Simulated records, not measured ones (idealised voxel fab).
Name of the process module below: voxel ribs on slabs
Displayed cross-section: cut, width of 290 nm, square cells sized 5 nm.
Cross-sections here: square-cell grids, written as top-down lists of bands, a band being one or more rows of cells.
Heights first: top, then bottom, in nm. Then materials, left to right, each with a width in nm. "full width" on a single material: fills the band edge to edge. "air": empty space.
The level at which height equals 0 is the one under which the wafer, as it arrives, is entirely one material. No lower edge exists for the bottom band, which continues downward and is notated as in "0 down".
A width such as "30..40" changes by the same amount from each row of cells to the next, from the band's top row to its bottom row.
What does "identical to before" mean for a step? It means no cell of the cross-section changed in that step.
Empty spaces counting at least 8 cells and having no open way to the top are listed in "Entrapped void list". The notation width x height at distance is used for each, the distance being from the left edge and all three values in nm.
Note: text after step settings on the step line = simulator remark on that step.
"overlay nm" answers the question of how far to the right of plan the mask lay on a step that has a mask, and when it is negative the answer is to the left.

# Steps planned for the process
1) RECEIVE, material Si
2) DIRECTIONAL_DEP, material SiO2, thk nm 30
3) DIRECTIONAL_DEP, material polySi, thk nm 20
4) MASKED_ETCH, tone cover, mask id RIB, width nm 25, etch materials polySi, depth nm 5, overlay nm 0
5) PATTERN, tone cover, mask id SLAB, material resist, width nm 55, thk nm 15, overlay nm 0
6) DIRECTIONAL_ETCH, etch materials polySi, depth nm 15
7) STRIP, etch materials resist
8) FILL_DEP, material SiO2, thk nm 20
9) CMP, height nm 60
10) DIRECTIONAL_DEP, material W, thk nm 5
11) MASKED_ETCH, tone cover, mask id HEATER, width nm 35, etch materials W, depth nm 5, overlay nm 0
12) CONFORMAL_DEP, material SiN, thk nm 10

# As-received state of the wafer in cross-section, equivalent to post-step 1
> 0 down = Si full width
> Entrapped void list: none

# Module complete, cross-section. Starting point and plan per above. One mistake made in running the module
> 75 to 70 = air=115 / SiN=55 / air=120
> 70 to 65 = SiN full width
> 65 to 60 = SiN=125 / W=35 / SiN=130
> 60 to 50 = SiO2 full width
> 50 to 45 = SiO2=130 / polySi=25 / SiO2=135
> 45 to 30 = SiO2=115 / polySi=60 / SiO2=115
> 30 to 0 = SiO2 full width
> 0 down = Si full width
> Entrapped void list: none
Against the plan, the run slipped here: step 5 was run on a setting that differed from the plan, and what really ran there is PATTERN, tone cover, mask id SLAB, material resist, width nm 60, thk nm 15, overlay nm 0
